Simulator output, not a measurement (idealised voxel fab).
The process module that follows is named voxel ribs on slabs.
Section shown: cut. Width: 150 nm. Cell size: 5 nm, square.
Cross-sections here: square-cell grids, written as top-down lists of bands, a band being one or more rows of cells. Top height, bottom height, nm. Materials left to right, width each, nm. Single material + "full width" = fills band edge to edge. "air" = empty. We count height from 0. Below that, the starting wafer is all one material. The lowest band never ends at the bottom but goes on down; see "0 down" for how that is written. A width given as "30->40" starts at the first number in the band's top row and ends at the second number in its bottom row, shifting by an equal amount at every step from row to row. "remained the same" -> step changed no cross-section cell. The entry titled "Enclosed void list" provides the empty spaces that have no open way to the top, restricted to those of 8 cells or more. Each is presented as width x height at distance, the distance being measured from the left edge, with all three in nm. If you see something after the settings on a step's line, that's the simulator's own remark about that step. The line of a step may include "overlay nm". On a step with a mask, this value is how far to the right of its planned place the mask lay. A negative value means the mask lay to the left.

## Planned process steps
1: RECEIVE (material Si)
2: DIRECTIONAL_DEP (material SiO2; thk nm 30)
3: DIRECTIONAL_DEP (material polySi; thk nm 20)
4: DIRECTIONAL_DEP (material aC; thk nm 15)
5: PATTERN (tone cover; mask id RIB; material resist; width nm 20; thk nm 30; overlay nm 0)
6: DIRECTIONAL_ETCH (etch materials aC; depth nm 15)
7: STRIP (etch materials resist)
8: DIRECTIONAL_ETCH (etch materials polySi; depth nm 15)
9: STRIP (etch materials aC)
10: PATTERN (tone cover; mask id SLAB; material resist; width nm 60; thk nm 15; overlay nm 0)
11: DIRECTIONAL_ETCH (etch materials polySi; depth nm 5)
12: STRIP (etch materials resist)
13: FILL_DEP (material SiO2; thk nm 25)
14: CMP (height nm 65)
15: DIRECTIONAL_DEP (material W; thk nm 5)
16: PATTERN (tone cover; mask id HEATER; material resist; width nm 30; thk nm 15; overlay nm 0)
17: DIRECTIONAL_ETCH (etch materials W; depth nm 5)
18: STRIP (etch materials resist)
19: CONFORMAL_DEP (material SiO2; thk nm 5)

## This is the cross-section of the wafer as we received it, i.e. after step 1
  0 down = Si full width
  Enclosed void list: none

## Run as planned - first of the two wafers cross-sectioned at the end of the module
  75 to 70 = 55 air / 40 SiO2 / 55 air
  70 to 65 = 60 SiO2 / 30 W / 60 SiO2
  65 to 50 = SiO2 full width
  50 to 35 = 65 SiO2 / 20 polySi / 65 SiO2
  35 to 30 = 45 SiO2 / 60 polySi / 45 SiO2
  30 to 0 = SiO2 full width
  0 down = Si full width
  Enclosed void list: none

## Wafer two, sectioned after the module: the first wafer's start, the first wafer's plan, and one mistake in how it was run
  70 to 65 = 60 air / 30 W / 60 air
  65 to 50 = SiO2 full width
  50 to 35 = 65 SiO2 / 20 polySi / 65 SiO2
  35 to 30 = 45 SiO2 / 60 polySi / 45 SiO2
  30 to 0 = SiO2 full width
  0 down = Si full width
  Enclosed void list: none
Short version of what went wrong: it should be noted that step 19 of the plan was omitted and was not performed
Final tally in cells, some materials are higher or lower on the second wafer than on the first: 32 fewer of SiO2
